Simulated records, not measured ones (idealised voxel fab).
Title: Process Module voxel tone inversion
Square cell edge 5 nm, section width 300 nm, ID cut.
For the purposes of this document, a cross-section shall be understood as a grid of square cells, specified as bands listed in top-to-bottom order, each band consisting of one or more rows of cells.
What a band's entry tells you: where the top is and where the bottom is, as heights in nm, and after that what lies inside, material by material from left to right, each with its width in nm. Empty space is written as the word "air", and a single material marked with the word "everywhere" occupies the band from edge to edge.
Measure heights from 0. That's the level where, below it, the as-received wafer is all one material. The lowest band is bottomless and extends downward; write it as in "0..down".
A width given as "30..40" starts at the first number in the band's top row and ends at the second number in its bottom row, shifting by an equal amount at every step from row to row.
Given "nothing got changed" for a step, no cell of the cross-section differs between before and after that step.
Look at "Voids, enclosed" for the closed voids: empty spaces with no open path to the top, sized 8 cells or up. Each is width x height at distance, distance from the left edge, all nm.
That trailing text on a step's line, after the settings, is the simulator's own remark on the step.
overlay nm, on a step with a mask: how far to the right of its planned place the mask lay; to the left if negative
## Listed below are the process steps as planned
1,RECEIVE | material Si
2,CONFORMAL_DEP | material SiCN | thk nm 10
3,DIRECTIONAL_DEP | material polySi | thk nm 20
4,PATTERN | tone cover | mask id POSTS | material resist | width nm 25 | pitch nm 55 | thk nm 30 | overlay nm 0
5,DIRECTIONAL_ETCH | etch materials polySi | depth nm 20
6,STRIP | etch materials resist
7,FILL_DEP | material SiO2 | thk nm 10
8,CMP | height nm 30
9,STRIP | etch materials polySi
10,CONFORMAL_DEP | material TiN | thk nm 5
11,FILL_DEP | material Cu | thk nm 10
12,CMP | height nm 30
13,CONFORMAL_DEP | material SiN | thk nm 5
## As-received state of the wafer in cross-section, equivalent to post-step 1
* 0..down  Si everywhere
* Voids, enclosed: none
## Cross-section, first of two wafers, end of module, run as planned
* 35..30  SiN everywhere
* 30..15  SiO2 (55), TiN (5), Cu (15), TiN (5), SiO2 (30), TiN (5), Cu (15), TiN (5), SiO2 (30), TiN (5), Cu (15), TiN (5), SiO2 (30), TiN (5), Cu (15), TiN (5), SiO2 (55)
* 15..10  SiO2 (55), TiN (25), SiO2 (30), TiN (25), SiO2 (30), TiN (25), SiO2 (30), TiN (25), SiO2 (55)
* 10..0  SiCN everywhere
* 0..down  Si everywhere
* Voids, enclosed: none
## Cross-sectional image of the second wafer of the two following completion of the module. Starting state and process plan were the same as for the first wafer; one execution error occurred
* 35..30  SiN everywhere
* 30..20  SiO2 everywhere
* 20..0  SiO2 (55), polySi (25), SiO2 (30), polySi (25), SiO2 (30), polySi (25), SiO2 (30), polySi (25), SiO2 (55)
* 0..down  Si everywhere
* Voids, enclosed: none
So what did we get wrong on this run? step 2 of the plan was omitted and not executed
at the end the second wafer has, in cells: Cu -36 | SiCN -120 | SiO2 +120 | TiN -44 | polySi +80
